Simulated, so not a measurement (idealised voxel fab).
process module | voxel released beams
cross-section cut | 175 nm wide | cells 5 nm
A cross-section is a grid of square cells, given in bands from the top down. A band is one or more rows of cells.
Each band's line starts with the height of the band's top and of its bottom, in nm. Then come its materials from left to right, each with its width in nm. One material with "throughout" fills the band from edge to edge. "air" is empty space.
Height 0 is the level under which the wafer as received is all one material. The lowest band goes on downwards, as in "0 down".
A width such as "30 to 40" changes by the same amount from each row of cells to the next, from the band's top row to its bottom row.
"no change" after a step means that no cell of the cross-section changed.
closed voids: empty space of 8 cells or more with no open way to the top, each as width x height at its distance from the left edge, in nm
after a step's settings: what the simulator itself notes on the step
overlay nm, on a step with a mask: how far to the right of its planned place the mask lay; to the left if negative
plan
1 op RECEIVE | material Si
2 op CONFORMAL_DEP | material SiN | thk nm 5
3 op DIRECTIONAL_DEP | material SiO2 | thk nm 15
4 op PATTERN | tone open | mask id ANCHOR | material resist | width nm 35 | thk nm 15 | overlay nm 0
5 op DIRECTIONAL_ETCH | etch materials SiO2 | depth nm 15
6 op STRIP | etch materials resist
7 op CONFORMAL_DEP | material W | thk nm 15
8 op DIRECTIONAL_DEP | material aC | thk nm 10
9 op PATTERN | tone cover | mask id BEAM | material resist | width nm 120 | thk nm 25 | overlay nm 0
10 op DIRECTIONAL_ETCH | etch materials aC | depth nm 10
11 op STRIP | etch materials resist
12 op DIRECTIONAL_ETCH | etch materials W | depth nm 15
13 op STRIP | etch materials aC
14 op STRIP | etch materials SiO2
first wafer, as planned
as received, after step 1
  0 down: Si throughout
  closed voids: none
after step 2
  5 to 0: SiN throughout
  below 0: unchanged
after step 3
  20 to 5: SiO2 throughout
  below 5: unchanged
after step 4
  35 to 20: resist 30 | air 35 | resist 110
  below 20: unchanged
after step 5
  35 to 20: resist 30 | air 35 | resist 110
  20 to 5: SiO2 30 | air 35 | SiO2 110
  below 5: unchanged
after step 6
  20 to 5: SiO2 30 | air 35 | SiO2 110
  below 5: unchanged
after step 7
  35 to 20: W 45 | air 5 | W 125
  20 to 5: SiO2 30 | W 35 | SiO2 110
  below 5: unchanged
after step 8
  45 to 35: aC 45 | air 5 | aC 125
  35 to 30: W 45 | air 5 | W 125
  30 to 20: W 45 | aC 5 | W 125
  below 20: unchanged
after step 9
  70 to 45: air 25 | resist 120 | air 30
  45 to 35: aC 45 | resist 5 | aC 125
  35 to 30: W 45 | resist 5 | W 125
  below 30: unchanged
after step 10
  60 to 45: air 25 | resist 120 | air 30
  45 to 35: air 25 | aC 20 | resist 5 | aC 95 | air 30
  below 35: unchanged
after step 11
  45 to 35: air 25 | aC 20 | air 5 | aC 95 | air 30
  35 to 30: W 45 | air 5 | W 125
  below 30: unchanged
after step 12
  45 to 35: air 25 | aC 20 | air 5 | aC 95 | air 30
  35 to 30: air 25 | W 20 | air 5 | W 95 | air 30
  30 to 20: air 25 | W 20 | aC 5 | W 95 | air 30
  below 20: unchanged
after step 13
  35 to 20: air 25 | W 20 | air 5 | W 95 | air 30
  below 20: unchanged
after step 14
  35 to 20: air 25 | W 20 | air 5 | W 95 | air 30
  20 to 5: air 30 | W 35 | air 110
  below 5: unchanged
second wafer: like start, like plan, one mistake. Through step 3 it matches the first wafer
when step 4 should have ended
  35 to 20: air 30 | resist 35 | air 110
  below 20: unchanged
when step 5 should have ended
  35 to 20: air 30 | resist 35 | air 110
  20 to 5: air 30 | SiO2 35 | air 110
  below 5: unchanged
when step 6 should have ended
  20 to 5: air 30 | SiO2 35 | air 110
  below 5: unchanged
when step 7 should have ended
  35 to 20: air 15 | W 65 | air 95
  20 to 5: W 30 | SiO2 35 | W 110
  below 5: unchanged
when step 8 should have ended
  45 to 35: air 15 | aC 65 | air 95
  35 to 30: air 15 | W 65 | air 95
  30 to 20: aC 15 | W 65 | aC 95
  below 20: unchanged
when step 9 should have ended
  70 to 45: air 25 | resist 120 | air 30
  45 to 35: air 15 | aC 65 | resist 65 | air 30
  35 to 30: air 15 | W 65 | resist 65 | air 30
  below 30: unchanged
when step 10 should have ended
  60 to 45: air 25 | resist 120 | air 30
  45 to 35: air 25 | aC 55 | resist 65 | air 30
  35 to 30: air 15 | W 65 | resist 65 | air 30
  30 to 20: air 15 | W 65 | aC 65 | air 30
  below 20: unchanged
when step 11 should have ended
  45 to 35: air 25 | aC 55 | air 95
  35 to 30: air 15 | W 65 | air 95
  below 30: unchanged
when step 12 should have ended
  45 to 35: air 25 | aC 55 | air 95
  35 to 30: air 25 | W 55 | air 95
  30 to 20: air 25 | W 55 | aC 65 | air 30
  20 to 5: air 15 | W 15 | SiO2 35 | W 80 | air 30
  below 5: unchanged
when step 13 should have ended
  35 to 20: air 25 | W 55 | air 95
  below 20: unchanged
when step 14 should have ended: no change
what went wrong: step 4 ran as: op PATTERN | tone cover | mask id ANCHOR | material resist | width nm 35 | thk nm 15 | overlay nm 0
at the end the second wafer has, in cells: 21 more of SiO2
